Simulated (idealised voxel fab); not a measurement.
process module | voxel self aligned contacts
cross-section cut | 295 nm wide | cells 5 nm
A cross-section is a grid of square cells, given in bands from the top down. A band is one or more rows of cells.
Each band's line starts with the height of the band's top and of its bottom, in nm. Then come its materials from left to right, each with its width in nm. One material with "throughout" fills the band from edge to edge. "air" is empty space.
Height 0 is the level under which the wafer as received is all one material. The lowest band goes on downwards, as in "0 down".
A width such as "30 to 40" changes by the same amount from each row of cells to the next, from the band's top row to its bottom row.
"no change" after a step means that no cell of the cross-section changed.
closed voids: empty space of 8 cells or more with no open way to the top, each as width x height at its distance from the left edge, in nm
after a step's settings: what the simulator itself notes on the step
overlay nm, on a step with a mask: how far to the right of its planned place the mask lay; to the left if negative
plan
1 op RECEIVE | material Si
2 op CONFORMAL_DEP | material SiO2 | thk nm 5
3 op DIRECTIONAL_DEP | material polySi | thk nm 20
4 op DIRECTIONAL_DEP | material SiN | thk nm 25
5 op DIRECTIONAL_DEP | material aC | thk nm 15
6 op PATTERN | tone cover | mask id GATE | material resist | width nm 15 | pitch nm 65 | thk nm 30 | overlay nm 0
7 op DIRECTIONAL_ETCH | etch materials aC | depth nm 15
8 op STRIP | etch materials resist
9 op DIRECTIONAL_ETCH | etch materials SiN | depth nm 25
10 op DIRECTIONAL_ETCH | etch materials polySi | depth nm 20
11 op STRIP | etch materials aC
12 op CONFORMAL_DEP | material SiN | thk nm 10
13 op DIRECTIONAL_ETCH | etch materials SiN | depth nm 10
14 op FILL_DEP | material SiO2 | thk nm 15
15 op CMP | height nm 60
16 op DIRECTIONAL_DEP | material aC | thk nm 10
17 op PATTERN | tone open | mask id CONTACT | material resist | width nm 50 | pitch nm 65 | thk nm 25 | overlay nm 0
18 op DIRECTIONAL_ETCH | etch materials aC | depth nm 10
19 op STRIP | etch materials resist
20 op DIRECTIONAL_ETCH | etch materials SiO2 | depth nm 60
21 op STRIP | etch materials aC
22 op CONFORMAL_DEP | material TiN | thk nm 5
23 op FILL_DEP | material Ru | thk nm 10
24 op CMP | height nm 60
25 op CONFORMAL_DEP | material SiN | thk nm 5
varied across the wafers: width nm of step 6. The plan shows the first wafer's value. All wafers start alike
first wafer as received, after step 1
  0 down: Si throughout
  closed voids: none
each wafer at the end: cells of each material gained (+) or lost (-) since it was received, then its closed voids
width nm 15 | +96 Ru | +212 SiN | +359 SiO2 | +64 TiN | +36 polySi | closed voids: none
width nm 20 | +76 Ru | +227 SiN | +352 SiO2 | +64 TiN | +48 polySi | closed voids: none
width nm 25 | +56 Ru | +242 SiN | +345 SiO2 | +64 TiN | +60 polySi | closed voids: none
width nm 30 | +36 Ru | +257 SiN | +338 SiO2 | +64 TiN | +72 polySi | closed voids: none
width nm 35 | +16 Ru | +272 SiN | +331 SiO2 | +64 TiN | +84 polySi | closed voids: none
width nm 40 | +16 Ru | +287 SiN | +324 SiO2 | +44 TiN | +96 polySi | closed voids: none
